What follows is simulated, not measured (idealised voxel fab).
Process module heading - voxel ribs on slabs
FYI the section here is cut, 235 nm wide, cells are 5 nm squares.
In this document a cross-section is written as a grid of square cells. It is given as a series of bands, listed from the top down, and a band is one or more rows of cells. For a band, the entry starts with two heights in nm, that of the top and then that of the bottom, and carries on with the band's materials in order from left to right, each alongside its width in nm; the word "full width" beside a single material means it fills the band edge to edge, and "air" means empty space. Height reference: 0 = level under which incoming wafer is all one material. Lowest band: no bottom, runs on downward, e.g. "0 -> down". You'd read "30->40" like this: the band's top row of cells is as wide as the first number, its bottom row is as wide as the second, and going down, every row changes width by the same amount as the row before did. "changes: none" means the step left every cell of the cross-section as it was. "Cavities, closed": sealed empty spaces, 8 cells or more, no open way to top, listed width x height at distance, with distance from the left edge and width, height and distance in nm. On each step's line, the part that comes after the settings is the simulator's own comment on the step. overlay nm: on a step with a mask, how far right of its planned place the mask lay; negative means left.
**Process steps foreseen in the plan**
| 1 | RECEIVE | material Si |
| 2 | DIRECTIONAL_DEP | material SiO2 | thk nm 30 |
| 3 | DIRECTIONAL_DEP | material polySi | thk nm 15 |
| 4 | MASKED_ETCH | tone cover | mask id RIB | width nm 20 | etch materials polySi | depth nm 10 | overlay nm 0 |
| 5 | PATTERN | tone cover | mask id SLAB | material resist | width nm 90 | thk nm 15 | overlay nm 0 |
| 6 | DIRECTIONAL_ETCH | etch materials polySi | depth nm 5 |
| 7 | STRIP | etch materials resist |
| 8 | FILL_DEP | material SiO2 | thk nm 15 |
| 9 | CMP | height nm 55 |
| 10 | DIRECTIONAL_DEP | material TiN | thk nm 5 |
| 11 | DIRECTIONAL_DEP | material aC | thk nm 10 |
| 12 | PATTERN | tone cover | mask id HEATER | material resist | width nm 40 | thk nm 25 | overlay nm 0 |
| 13 | DIRECTIONAL_ETCH | etch materials aC | depth nm 10 |
| 14 | STRIP | etch materials resist |
| 15 | DIRECTIONAL_ETCH | etch materials TiN | depth nm 5 |
| 16 | STRIP | etch materials aC |
| 17 | CONFORMAL_DEP | material SiN | thk nm 10 |
The plan shows the width nm of step 4 as the first wafer had it; this setting differs between the wafers, which start out alike.
**Received wafers, first of several: cross-section after step 1**
  0 -> down: Si full width
  Cavities, closed: none
**Last step of the module is step 17; after it, the first of several wafers in cross-section**
  70 -> 65: air (85); SiN (60); air (90)
  65 -> 60: SiN full width
  60 -> 55: SiN (95); TiN (40); SiN (100)
  55 -> 45: SiO2 full width
  45 -> 35: SiO2 (105); polySi (20); SiO2 (110)
  35 -> 30: SiO2 (70); polySi (90); SiO2 (75)
  30 -> 0: SiO2 full width
  0 -> down: Si full width
  Cavities, closed: none
**Cross-sectional view, end of module, last wafer of several**
  70 -> 65: air (85); SiN (60); air (90)
  65 -> 60: SiN full width
  60 -> 55: SiN (95); TiN (40); SiN (100)
  55 -> 45: SiO2 full width
  45 -> 35: SiO2 (95); polySi (45); SiO2 (95)
  35 -> 30: SiO2 (70); polySi (90); SiO2 (75)
  30 -> 0: SiO2 full width
  0 -> down: Si full width
  Cavities, closed: none
**Each row below is a wafer at the end of the module, listing for every material the number of cells it has gained (+) or lost (-) since it was received, followed by its closed voids**
width nm 20, +98 SiN, +491 SiO2, +8 TiN, +26 polySi, Cavities, closed: none
width nm 25, +98 SiN, +489 SiO2, +8 TiN, +28 polySi, Cavities, closed: none
width nm 30, +98 SiN, +487 SiO2, +8 TiN, +30 polySi, Cavities, closed: none
width nm 35, +98 SiN, +485 SiO2, +8 TiN, +32 polySi, Cavities, closed: none
width nm 40, +98 SiN, +483 SiO2, +8 TiN, +34 polySi, Cavities, closed: none
width nm 45, +98 SiN, +481 SiO2, +8 TiN, +36 polySi, Cavities, closed: none
